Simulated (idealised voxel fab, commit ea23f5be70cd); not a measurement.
You're looking at the process module voxel transistor to metal.
Cross-section cut: width 185 nm, square cells of 5 nm.
Just so we're on the same page, the cross-sections are grids of square cells, and they're listed out in bands top to bottom, each band one or more rows deep.
Band: top and bottom heights (nm) first, top before bottom; then materials from left to right, widths in nm. "edge to edge" marks a sole material filling the band edge to edge. "blank" denotes empty space.
Height is counted from the level 0, under which the received wafer is composed throughout of one material. The lowest of the bands is not closed at the bottom but continues downward, in the notation "0..down".
A two-number width, for instance "30 to 40", indicates that the width is equal to the first number in the top row of the band and to the second number in the bottom row, and that it changes by a constant amount per row of cells.
The designation "same as before", where it is given for a processing step, indicates that no cell of the cross-section was altered in the course of that step.
Enclosed voids (no open way to top), threshold 8 cells or more, entry "Enclosed void catalog", notation width x height at distance, distance from left edge, nm.
On a step's line, text after the settings is the simulator commenting on that step.
What "overlay nm" on a step's line means: if the step has a mask, that mask lay this far to the right of its planned place, or, when the value is negative, to the left.
THIS SECTION LISTS THE PROCESS STEPS THAT WERE PLANNED
| 1 | RECEIVE (material Si) |
| 2 | OXIDIZE (depth nm 5) |
| 3 | CONFORMAL_DEP (material SiN; thk nm 10) |
| 4 | PATTERN (tone cover; mask id ACTIVE; material resist; width nm 120; thk nm 15; overlay nm 0) |
| 5 | DIRECTIONAL_ETCH (etch materials SiN; depth nm 10) |
| 6 | DIRECTIONAL_ETCH (etch materials SiO2; depth nm 5) |
| 7 | DIRECTIONAL_ETCH (etch materials Si; depth nm 25) |
| 8 | STRIP (etch materials resist) |
| 9 | OXIDIZE (depth nm 5) |
| 10 | FILL_DEP (material SiO2; thk nm 15) |
| 11 | CMP (height nm 10) |
| 12 | SELECTIVE_ETCH (etch materials SiO2; depth nm 10) |
| 13 | STRIP (etch materials SiN) |
| 14 | SELECTIVE_ETCH (etch materials SiO2; depth nm 5) |
| 15 | OXIDIZE (depth nm 5) |
| 16 | DIRECTIONAL_DEP (material polySi; thk nm 25) |
| 17 | DIRECTIONAL_DEP (material SiCN; thk nm 15) |
| 18 | PATTERN (tone cover; mask id GATE; material resist; width nm 30; thk nm 15; overlay nm 0) |
| 19 | DIRECTIONAL_ETCH (etch materials SiCN; depth nm 25) |
| 20 | DIRECTIONAL_ETCH (etch materials polySi; depth nm 35) |
| 21 | STRIP (etch materials resist) |
| 22 | CONFORMAL_DEP (material SiO2; thk nm 5) |
| 23 | DIRECTIONAL_ETCH (etch materials SiO2; depth nm 5) |
| 24 | CONFORMAL_DEP (material SiN; thk nm 5) |
| 25 | DIRECTIONAL_ETCH (etch materials SiN; depth nm 5) |
| 26 | DIRECTIONAL_ETCH (etch materials SiO2; depth nm 5) |
| 27 | DIRECTIONAL_ETCH (etch materials Si; depth nm 5) |
| 28 | EPI (material nSi; thk nm 10) |
| 29 | FILL_DEP (material SiO2; thk nm 10) |
| 30 | CMP (height nm 20) |
| 31 | STRIP (etch materials polySi) |
| 32 | SELECTIVE_ETCH (etch materials SiO2; depth nm 5) |
| 33 | CONFORMAL_DEP (material HfO2; thk nm 5) |
| 34 | CONFORMAL_DEP (material TiN; thk nm 5) |
| 35 | FILL_DEP (material W; thk nm 5) |
| 36 | CMP (height nm 15) |
| 37 | DIRECTIONAL_DEP (material SiO2; thk nm 10) |
| 38 | DIRECTIONAL_DEP (material aC; thk nm 15) |
| 39 | PATTERN (tone open; mask id CONTACT; material resist; width nm 20; pitch nm 90; thk nm 30; overlay nm 0) |
| 40 | DIRECTIONAL_ETCH (etch materials aC; depth nm 15) |
| 41 | STRIP (etch materials resist) |
| 42 | DIRECTIONAL_ETCH (etch materials SiO2; depth nm 30) |
| 43 | STRIP (etch materials aC) |
| 44 | CONFORMAL_DEP (material TiN; thk nm 5) |
| 45 | FILL_DEP (material Ru; thk nm 10) |
| 46 | CMP (height nm 25) |
| 47 | CONFORMAL_DEP (material SiN; thk nm 5) |
| 48 | DIRECTIONAL_DEP (material lowk; thk nm 20) |
| 49 | MASKED_ETCH (tone open; mask id METAL_1; width nm 20; pitch nm 90; etch materials lowk; depth nm 20; overlay nm 0) |
| 50 | MASKED_ETCH (tone open; mask id METAL_1; width nm 20; pitch nm 90; etch materials SiN; depth nm 5; overlay nm 0) |
| 51 | CONFORMAL_DEP (material TiN; thk nm 5) |
| 52 | FILL_DEP (material W; thk nm 10) |
| 53 | CMP (height nm 50) |
| 54 | EPI (material Ru; thk nm 5) |
| 55 | FILL_DEP (material SiCN; thk nm 5) |
| 56 | DIRECTIONAL_DEP (material lowk; thk nm 30) |
| 57 | PATTERN (tone open; mask id METAL_2_HOLES; material resist; width nm 15; pitch nm 90; thk nm 20; overlay nm 0) |
| 58 | DIRECTIONAL_ETCH (etch materials lowk; depth nm 30) |
| 59 | STRIP (etch materials resist) |
| 60 | PATTERN (tone open; mask id METAL_2; material resist; width nm 20; pitch nm 90; thk nm 15; overlay nm 0) |
| 61 | DIRECTIONAL_ETCH (etch materials lowk; depth nm 20) |
| 62 | DIRECTIONAL_ETCH (etch materials SiCN; depth nm 5) |
| 63 | STRIP (etch materials resist) |
| 64 | CONFORMAL_DEP (material TiN; thk nm 5) |
| 65 | FILL_DEP (material Cu; thk nm 10) |
| 66 | CMP (height nm 90) |
| 67 | CONFORMAL_DEP (material SiN; thk nm 5) |
RECEIVED-STATE CROSS-SECTION, REFLECTING COMPLETION OF STEP 1
0..down | Si edge to edge
Enclosed void catalog: none
LOOKING AT THE FIRST OF TWO WAFERS IN CROSS-SECTION AT END OF MODULE - RAN TO PLAN
95..90 | SiN edge to edge
90..75 | 35 nm lowk, 5 nm TiN, 10 nm Cu, 5 nm TiN, 70 nm lowk, 5 nm TiN, 10 nm Cu, 5 nm TiN, 40 nm lowk
75..70 | 35 nm lowk, 5 nm TiN, 5 nm Cu, 10 nm TiN, 70 nm lowk, 5 nm TiN, 5 nm Cu, 10 nm TiN, 40 nm lowk
70..60 | 35 nm lowk, 5 nm TiN, 5 nm Cu, 5 nm TiN, 75 nm lowk, 5 nm TiN, 5 nm Cu, 5 nm TiN, 45 nm lowk
60..55 | 35 nm SiCN, 15 nm TiN, 75 nm SiCN, 15 nm TiN, 45 nm SiCN
55..50 | 30 nm SiCN, 30 nm Ru, 60 nm SiCN, 30 nm Ru, 35 nm SiCN
50..30 | 35 nm lowk, 5 nm TiN, 10 nm W, 5 nm TiN, 70 nm lowk, 5 nm TiN, 10 nm W, 5 nm TiN, 40 nm lowk
30..25 | 35 nm SiN, 20 nm TiN, 70 nm SiN, 20 nm TiN, 40 nm SiN
25..15 | 35 nm SiO2, 5 nm TiN, 10 nm Ru, 5 nm TiN, 70 nm SiO2, 5 nm TiN, 10 nm Ru, 5 nm TiN, 40 nm SiO2
15..0 | 35 nm SiO2, 5 nm TiN, 10 nm Ru, 5 nm TiN, 10 nm SiO2, 5 nm SiN, 5 nm HfO2, 5 nm TiN, 20 nm W, 5 nm TiN, 5 nm HfO2, 5 nm SiN, 10 nm SiO2, 5 nm TiN, 10 nm Ru, 5 nm TiN, 40 nm SiO2
0..-5 | 35 nm SiO2, 20 nm TiN, 10 nm nSi, 5 nm SiN, 5 nm HfO2, 30 nm TiN, 5 nm HfO2, 5 nm SiN, 10 nm nSi, 20 nm TiN, 40 nm SiO2
-5..-10 | 30 nm SiO2, 35 nm nSi, 5 nm SiO2, 40 nm HfO2, 5 nm SiO2, 35 nm nSi, 35 nm SiO2
-10..-15 | 35 nm SiO2, 30 nm nSi, 50 nm Si, 30 nm nSi, 40 nm SiO2
-15..-35 | 35 nm SiO2, 110 nm Si, 40 nm SiO2
-35..down | Si edge to edge
Enclosed void catalog: none
CROSS-SECTION AT END OF MODULE FOR THE SECOND WAFER OF TWO, WHICH MATCHED THE FIRST IN STARTING POINT AND PLAN AND DIFFERED BY ONE MISTAKE IN ITS PROCESSING
95..90 | SiN edge to edge
90..75 | 35 nm lowk, 5 nm TiN, 10 nm Cu, 5 nm TiN, 70 nm lowk, 5 nm TiN, 10 nm Cu, 5 nm TiN, 40 nm lowk
75..70 | 35 nm lowk, 5 nm TiN, 5 nm Cu, 10 nm TiN, 70 nm lowk, 5 nm TiN, 5 nm Cu, 10 nm TiN, 40 nm lowk
70..60 | 35 nm lowk, 5 nm TiN, 5 nm Cu, 5 nm TiN, 75 nm lowk, 5 nm TiN, 5 nm Cu, 5 nm TiN, 45 nm lowk
60..55 | 35 nm SiCN, 15 nm TiN, 75 nm SiCN, 15 nm TiN, 45 nm SiCN
55..50 | 30 nm SiCN, 30 nm Ru, 60 nm SiCN, 30 nm Ru, 35 nm SiCN
50..30 | 35 nm lowk, 5 nm TiN, 10 nm W, 5 nm TiN, 70 nm lowk, 5 nm TiN, 10 nm W, 5 nm TiN, 40 nm lowk
30..25 | 35 nm SiN, 20 nm TiN, 70 nm SiN, 20 nm TiN, 40 nm SiN
25..15 | 40 nm SiO2, 10 nm Ru, 80 nm SiO2, 10 nm Ru, 45 nm SiO2
15..0 | 40 nm SiO2, 10 nm Ru, 15 nm SiO2, 5 nm SiN, 5 nm HfO2, 5 nm TiN, 20 nm W, 5 nm TiN, 5 nm HfO2, 5 nm SiN, 15 nm SiO2, 10 nm Ru, 45 nm SiO2
0..-5 | 55 nm SiO2, 10 nm nSi, 5 nm SiN, 5 nm HfO2, 30 nm TiN, 5 nm HfO2, 5 nm SiN, 10 nm nSi, 60 nm SiO2
-5..-10 | 30 nm SiO2, 35 nm nSi, 5 nm SiO2, 40 nm HfO2, 5 nm SiO2, 35 nm nSi, 35 nm SiO2
-10..-15 | 35 nm SiO2, 30 nm nSi, 50 nm Si, 30 nm nSi, 40 nm SiO2
-15..-35 | 35 nm SiO2, 110 nm Si, 40 nm SiO2
-35..down | Si edge to edge
Enclosed void catalog: none
What was the processing mistake? step 44, actual vs plan mismatch, actual run CONFORMAL_DEP (material SiO2; thk nm 5)
Final comparison by cell count, materials where the second wafer has more or fewer than the first: SiO2 +28, TiN -28
